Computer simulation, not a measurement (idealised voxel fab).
Presented below is a process module, voxel lift off.
FYI the section here is cut, 245 nm wide, cells are 5 nm squares.
How to read a cross-section here: the picture is a grid of square cells, written as bands going from the top down, and any band can span one or more rows of cells. Top, bottom (nm), then materials left to right with widths (nm); lone material tagged "throughout" fills the whole band edge to edge; "blank" = empty space. Height reference: 0 = level under which incoming wafer is all one material. Lowest band: no bottom, runs on downward, e.g. "0 down". The width entry "30->40" should be interpreted row by row: the top row of cells in the band takes the first number, the bottom row takes the second number, and the change between adjacent rows is uniform throughout. Any step labelled "changes: none" changed none of the cells in the cross-section. "Enclosed void list" - sealed voids, min. 8 cells, no opening to top; format: width x height at distance (distance from left edge; nm throughout). Step line, after settings: the simulator's comment on this step. overlay nm: mask right of planned place by this much (step with mask). Neg. = left.

## The following list gives the planned process steps
| 1 | RECEIVE: material Si |
| 2 | CONFORMAL_DEP: material SiO2, thk nm 10 |
| 3 | PATTERN: tone open, mask id LINES, material resist, width nm 30, pitch nm 45, thk nm 30, overlay nm 0 |
| 4 | DIRECTIONAL_DEP: material Ru, thk nm 15 |
| 5 | STRIP: etch materials resist |
| 6 | CONFORMAL_DEP: material SiCN, thk nm 5 |

## Run as planned: first of two wafers

## The cross-section here shows the wafer as received, i.e. in its state after step 1
  0 down | Si throughout
  Enclosed void list: none

## Step 2 complete: cross-section through the wafer
  10 to 0 | SiO2 throughout
  Below a height of 0, the structure has not been altered.

## Step 3 complete: cross-section through the wafer
  40 to 10 | 60 nm resist / 30 nm blank / 15 nm resist / 30 nm blank / 15 nm resist / 30 nm blank / 65 nm resist
  Below a height of 10, the structure has not been altered.

## Step 4 complete: cross-section through the wafer
  55 to 40 | 60 nm Ru / 30 nm blank / 15 nm Ru / 30 nm blank / 15 nm Ru / 30 nm blank / 65 nm Ru
  40 to 25 | 60 nm resist / 30 nm blank / 15 nm resist / 30 nm blank / 15 nm resist / 30 nm blank / 65 nm resist
  25 to 10 | 60 nm resist / 30 nm Ru / 15 nm resist / 30 nm Ru / 15 nm resist / 30 nm Ru / 65 nm resist
  Below a height of 10, the structure has not been altered.

## Step 5 complete: cross-section through the wafer
  25 to 10 | 60 nm blank / 30 nm Ru / 15 nm blank / 30 nm Ru / 15 nm blank / 30 nm Ru / 65 nm blank
  Below a height of 10, the structure has not been altered.

## Step 6 complete: cross-section through the wafer
  30 to 25 | 55 nm blank / 40 nm SiCN / 5 nm blank / 40 nm SiCN / 5 nm blank / 40 nm SiCN / 60 nm blank
  25 to 15 | 55 nm blank / 5 nm SiCN / 30 nm Ru / 5 nm SiCN / 5 nm blank / 5 nm SiCN / 30 nm Ru / 5 nm SiCN / 5 nm blank / 5 nm SiCN / 30 nm Ru / 5 nm SiCN / 60 nm blank
  15 to 10 | 60 nm SiCN / 30 nm Ru / 15 nm SiCN / 30 nm Ru / 15 nm SiCN / 30 nm Ru / 65 nm SiCN
  Below a height of 10, the structure has not been altered.

## Wafer two. Same start, same plan, one slip in execution. Same as wafer one through step 3, inclusive

## Planned end of step 4: second wafer, cross-section
  45 to 40 | 60 nm Ru / 30 nm blank / 15 nm Ru / 30 nm blank / 15 nm Ru / 30 nm blank / 65 nm Ru
  40 to 15 | 60 nm resist / 30 nm blank / 15 nm resist / 30 nm blank / 15 nm resist / 30 nm blank / 65 nm resist
  15 to 10 | 60 nm resist / 30 nm Ru / 15 nm resist / 30 nm Ru / 15 nm resist / 30 nm Ru / 65 nm resist
  Below a height of 10, the structure has not been altered.

## Planned end of step 5: second wafer, cross-section
  15 to 10 | 60 nm blank / 30 nm Ru / 15 nm blank / 30 nm Ru / 15 nm blank / 30 nm Ru / 65 nm blank
  Below a height of 10, the structure has not been altered.

## Planned end of step 6: second wafer, cross-section
  20 to 15 | 55 nm blank / 40 nm SiCN / 5 nm blank / 40 nm SiCN / 5 nm blank / 40 nm SiCN / 60 nm blank
  15 to 10 | 60 nm SiCN / 30 nm Ru / 15 nm SiCN / 30 nm Ru / 15 nm SiCN / 30 nm Ru / 65 nm SiCN
  Below a height of 10, the structure has not been altered.
Error vs. plan: in deviation from the planned setting, step 4 was conducted as DIRECTIONAL_DEP: material Ru, thk nm 5
Final cells, second wafer relative to first, materials higher or lower: Ru -36; SiCN -12
